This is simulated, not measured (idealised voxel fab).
process module | voxel quadruple lines
cross-section cut | 285 nm wide | cells 5 nm
A cross-section is a grid of square cells, given in bands from the top down. A band is one or more rows of cells.
Each band's line starts with the height of the band's top and of its bottom, in nm. Then come its materials from left to right, each with its width in nm. One material with "throughout" fills the band from edge to edge. "air" is empty space.
Height 0 is the level under which the wafer as received is all one material. The lowest band goes on downwards, as in "0 down".
A width such as "30 to 40" changes by the same amount from each row of cells to the next, from the band's top row to its bottom row.
"no change" after a step means that no cell of the cross-section changed.
closed voids: empty space of 8 cells or more with no open way to the top, each as width x height at its distance from the left edge, in nm
after a step's settings: what the simulator itself notes on the step
overlay nm, on a step with a mask: how far to the right of its planned place the mask lay; to the left if negative
plan
1 op RECEIVE | material Si
2 op CONFORMAL_DEP | material SiO2 | thk nm 10
3 op DIRECTIONAL_DEP | material W | thk nm 10
4 op DIRECTIONAL_DEP | material polySi | thk nm 20
5 op DIRECTIONAL_DEP | material aC | thk nm 20
6 op PATTERN | tone cover | mask id MANDREL | material resist | width nm 30 | pitch nm 80 | thk nm 25 | overlay nm 0
7 op DIRECTIONAL_ETCH | etch materials aC | depth nm 20
8 op STRIP | etch materials resist
9 op CONFORMAL_DEP | material SiO2 | thk nm 10
10 op DIRECTIONAL_ETCH | etch materials SiO2 | depth nm 10
11 op STRIP | etch materials aC
12 op DIRECTIONAL_ETCH | etch materials polySi | depth nm 20
13 op STRIP | etch materials SiO2
14 op CONFORMAL_DEP | material SiCN | thk nm 10
15 op DIRECTIONAL_ETCH | etch materials SiCN | depth nm 10
16 op STRIP | etch materials polySi
17 op DIRECTIONAL_ETCH | etch materials W | depth nm 10
18 op STRIP | etch materials SiCN
as received, after step 1
  0 down: Si throughout
  closed voids: none
first wafer at the end, as planned
  20 to 10: air 65 | W 10 | air 10 | W 10 | air 10 | W 10 | air 10 | W 10 | air 10 | W 10 | air 10 | W 10 | air 10 | W 10 | air 10 | W 10 | air 70
  10 to 0: SiO2 throughout
  0 down: Si throughout
  closed voids: none
second wafer at the end: like start, like plan, one mistake
  20 to 10: air 70 | W 10 | air 10 | W 10 | air 10 | W 10 | air 10 | W 10 | air 10 | W 10 | air 10 | W 10 | air 10 | W 10 | air 10 | W 10 | air 65
  10 to 0: SiO2 throughout
  0 down: Si throughout
  closed voids: none
what went wrong: step 6 ran as: op PATTERN | tone cover | mask id MANDREL | material resist | width nm 30 | pitch nm 80 | thk nm 25 | overlay nm 5
at the end the second wafer has, in cells: as many of each material as the first, in other places
